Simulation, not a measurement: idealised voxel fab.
process module | voxel self aligned vias
cross-section cut | 200 nm wide | cells 5 nm
A cross-section is a grid of square cells, given in bands from the top down. A band is one or more rows of cells.
Each band's line starts with the height of the band's top and of its bottom, in nm. Then come its materials from left to right, each with its width in nm. One material with "throughout" fills the band from edge to edge. "air" is empty space.
Height 0 is the level under which the wafer as received is all one material. The lowest band goes on downwards, as in "0 down".
A width such as "30 to 40" changes by the same amount from each row of cells to the next, from the band's top row to its bottom row.
"no change" after a step means that no cell of the cross-section changed.
closed voids: empty space of 8 cells or more with no open way to the top, each as width x height at its distance from the left edge, in nm
after a step's settings: what the simulator itself notes on the step
overlay nm, on a step with a mask: how far to the right of its planned place the mask lay; to the left if negative
plan
1 op RECEIVE | material Si
2 op CONFORMAL_DEP | material SiO2 | thk nm 10
3 op CONFORMAL_DEP | material SiCN | thk nm 5
4 op DIRECTIONAL_DEP | material SiO2 | thk nm 30
5 op PATTERN | tone open | mask id LINES | material resist | width nm 30 | pitch nm 70 | thk nm 15 | overlay nm 0
6 op DIRECTIONAL_ETCH | etch materials SiO2 | depth nm 30
7 op STRIP | etch materials resist
8 op CONFORMAL_DEP | material TiN | thk nm 5
9 op FILL_DEP | material Ru | thk nm 10
10 op CMP | height nm 45
11 op SELECTIVE_ETCH | etch materials W Ru TiN | depth nm 5
12 op FILL_DEP | material SiN | thk nm 5
13 op CMP | height nm 45
14 op DIRECTIONAL_DEP | material SiO2 | thk nm 20
15 op PATTERN | tone open | mask id VIAS | material resist | width nm 50 | pitch nm 70 | thk nm 15 | overlay nm 0
16 op DIRECTIONAL_ETCH | etch materials SiO2 | depth nm 20
17 op DIRECTIONAL_ETCH | etch materials SiN | depth nm 5
18 op STRIP | etch materials resist
19 op CONFORMAL_DEP | material TiN | thk nm 5
20 op FILL_DEP | material W | thk nm 5
21 op CMP | height nm 65
22 op CONFORMAL_DEP | material SiCN | thk nm 5
as received, after step 1
  0 down: Si throughout
  closed voids: none
first wafer at the end, as planned
  70 to 65: SiCN throughout
  65 to 50: SiO2 40 | TiN 5 | W 40 | TiN 5 | SiO2 20 | TiN 5 | W 40 | TiN 5 | SiO2 40
  50 to 45: SiO2 40 | TiN 15 | W 20 | TiN 15 | SiO2 20 | TiN 15 | W 20 | TiN 15 | SiO2 40
  45 to 40: SiO2 50 | TiN 30 | SiO2 40 | TiN 30 | SiO2 50
  40 to 20: SiO2 50 | TiN 5 | Ru 20 | TiN 5 | SiO2 40 | TiN 5 | Ru 20 | TiN 5 | SiO2 50
  20 to 15: SiO2 50 | TiN 30 | SiO2 40 | TiN 30 | SiO2 50
  15 to 10: SiCN throughout
  10 to 0: SiO2 throughout
  0 down: Si throughout
  closed voids: none
second wafer at the end: like start, like plan, one mistake
  70 to 65: SiCN throughout
  65 to 50: SiO2 40 | TiN 5 | W 40 | TiN 5 | SiO2 20 | TiN 5 | W 40 | TiN 5 | SiO2 40
  50 to 45: SiO2 40 | TiN 10 | W 30 | TiN 10 | SiO2 20 | TiN 10 | W 30 | TiN 10 | SiO2 40
  45 to 40: SiO2 45 | TiN 40 | SiO2 30 | TiN 40 | SiO2 45
  40 to 20: SiO2 45 | TiN 5 | Ru 30 | TiN 5 | SiO2 30 | TiN 5 | Ru 30 | TiN 5 | SiO2 45
  20 to 15: SiO2 45 | TiN 40 | SiO2 30 | TiN 40 | SiO2 45
  15 to 10: SiCN throughout
  10 to 0: SiO2 throughout
  0 down: Si throughout
  closed voids: none
what went wrong: step 5 ran as: op PATTERN | tone open | mask id LINES | material resist | width nm 40 | pitch nm 70 | thk nm 15 | overlay nm 0
at the end the second wafer has, in cells: 16 more of Ru | 24 fewer of SiO2 | 4 more of TiN | 4 more of W
